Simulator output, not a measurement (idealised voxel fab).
process module | voxel released beams
cross-section cut | 245 nm wide | cells 5 nm
A cross-section is a grid of square cells, given in bands from the top down. A band is one or more rows of cells.
Each band's line starts with the height of the band's top and of its bottom, in nm. Then come its materials from left to right, each with its width in nm. One material with "throughout" fills the band from edge to edge. "air" is empty space.
Height 0 is the level under which the wafer as received is all one material. The lowest band goes on downwards, as in "0 down".
A width such as "30 to 40" changes by the same amount from each row of cells to the next, from the band's top row to its bottom row.
"no change" after a step means that no cell of the cross-section changed.
closed voids: empty space of 8 cells or more with no open way to the top, each as width x height at its distance from the left edge, in nm
after a step's settings: what the simulator itself notes on the step
overlay nm, on a step with a mask: how far to the right of its planned place the mask lay; to the left if negative
plan
1 op RECEIVE | material Si
2 op CONFORMAL_DEP | material Al2O3 | thk nm 5
3 op DIRECTIONAL_DEP | material SiO2 | thk nm 10
4 op PATTERN | tone open | mask id ANCHOR | material resist | width nm 25 | thk nm 20 | overlay nm 0
5 op DIRECTIONAL_ETCH | etch materials SiO2 | depth nm 10
6 op STRIP | etch materials resist
7 op CONFORMAL_DEP | material SiN | thk nm 10
8 op MASKED_ETCH | tone cover | mask id BEAM | width nm 105 | etch materials SiN | depth nm 10 | overlay nm 0
9 op STRIP | etch materials SiO2
as received, after step 1
  0 down: Si throughout
  closed voids: none
a wafer at the end: this start, this plan, one mistake
  15 to 5: air 70 | SiN 10 | air 5 | SiN 10 | air 150
  5 to 0: Al2O3 throughout
  0 down: Si throughout
  closed voids: none
what went wrong: step 8 ran as: op MASKED_ETCH | tone open | mask id BEAM | width nm 105 | etch materials SiN | depth nm 10 | overlay nm 0
